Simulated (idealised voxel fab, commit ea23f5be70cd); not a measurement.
The following process module bears the name voxel fin reveal.
Pictured: cross-section cut, 250 nm wide, on a grid of 5 nm square cells.
How to read a cross-section here: the picture is a grid of square cells, written as bands going from the top down, and any band can span one or more rows of cells.
This entry defines a band. It first specifies the height of the band's top and the height of its bottom in nm, and then specifies the band's materials from left to right, stating each material with its width in nm. The word "throughout" identifies a single material that fills the band from edge to edge, while the word "air" identifies empty space.
Heights are measured from 0, the level below which the as-received wafer is all one material; the lowest band has no bottom and continues downward, written as in "from 0 down".
It should be noted that a width expressed as "30 to 40" varies in equal increments from row to row of cells within the band, taking the value of the first number at the top row and that of the second number at the bottom row.
Given "nothing altered" for a step, no cell of the cross-section differs between before and after that step.
Basically, "Encapsulated voids" tells you about the enclosed voids: empty spaces with no open way to the top, 8 cells or bigger, each written width x height at distance, where distance is from the left edge, all in nm.
Anything after a step's settings on that line? It's the simulator's own note about the step.
When a step includes a mask, the "overlay nm" setting on its line states how far to the right of its planned place that mask lay, and negative values state how far to the left.

### So here's the lineup of process steps we planned
1. RECEIVE | material Si
2. CONFORMAL_DEP | material SiN | thk nm 5
3. DIRECTIONAL_DEP | material aC | thk nm 15
4. PATTERN | tone cover | mask id FINS | material resist | width nm 15 | pitch nm 35 | thk nm 35 | overlay nm 0
5. DIRECTIONAL_ETCH | etch materials aC | depth nm 15
6. STRIP | etch materials resist
7. DIRECTIONAL_ETCH | etch materials SiN | depth nm 5
8. DIRECTIONAL_ETCH | etch materials Si | depth nm 30
9. STRIP | etch materials aC
10. FILL_DEP | material SiO2 | thk nm 5
11. CMP | height nm 5
12. SELECTIVE_ETCH | etch materials SiO2 | depth nm 25
13. STRIP | etch materials SiN
14. CONFORMAL_DEP | material HfO2 | thk nm 5

### Wafer at receipt (post step 1), cross-section
  from 0 down  Si throughout
  Encapsulated voids: none

### Run as planned - first of the two wafers cross-sectioned at the end of the module
  from 5 to 0  air 60 nm | HfO2 25 nm | air 10 nm | HfO2 25 nm | air 10 nm | HfO2 25 nm | air 10 nm | HfO2 25 nm | air 60 nm
  from 0 to -15  air 60 nm | HfO2 5 nm | Si 15 nm | HfO2 5 nm | air 10 nm | HfO2 5 nm | Si 15 nm | HfO2 5 nm | air 10 nm | HfO2 5 nm | Si 15 nm | HfO2 5 nm | air 10 nm | HfO2 5 nm | Si 15 nm | HfO2 5 nm | air 60 nm
  from -15 to -20  HfO2 65 nm | Si 15 nm | HfO2 20 nm | Si 15 nm | HfO2 20 nm | Si 15 nm | HfO2 20 nm | Si 15 nm | HfO2 65 nm
  from -20 to -30  SiO2 65 nm | Si 15 nm | SiO2 20 nm | Si 15 nm | SiO2 20 nm | Si 15 nm | SiO2 20 nm | Si 15 nm | SiO2 65 nm
  from -30 down  Si throughout
  Encapsulated voids: none

### Cross-sectional view: second of two wafers, end of module; start and plan identical to the first, one mistake in running
  from 5 to 0  air 60 nm | HfO2 25 nm | air 10 nm | HfO2 25 nm | air 10 nm | HfO2 25 nm | air 10 nm | HfO2 25 nm | air 60 nm
  from 0 to -15  air 60 nm | HfO2 5 nm | Si 15 nm | HfO2 5 nm | air 10 nm | HfO2 5 nm | Si 15 nm | HfO2 5 nm | air 10 nm | HfO2 5 nm | Si 15 nm | HfO2 5 nm | air 10 nm | HfO2 5 nm | Si 15 nm | HfO2 5 nm | air 60 nm
  from -15 to -20  HfO2 65 nm | Si 15 nm | HfO2 20 nm | Si 15 nm | HfO2 20 nm | Si 15 nm | HfO2 20 nm | Si 15 nm | HfO2 65 nm
  from -20 to -25  SiO2 65 nm | Si 15 nm | SiO2 20 nm | Si 15 nm | SiO2 20 nm | Si 15 nm | SiO2 20 nm | Si 15 nm | SiO2 65 nm
  from -25 down  Si throughout
  Encapsulated voids: none
What was the processing mistake? step 8 was processed under conditions differing from the plan, specifically as DIRECTIONAL_ETCH | etch materials Si | depth nm 25
Final tally in cells, some materials are higher or lower on the second wafer than on the first: Si +38; SiO2 -38
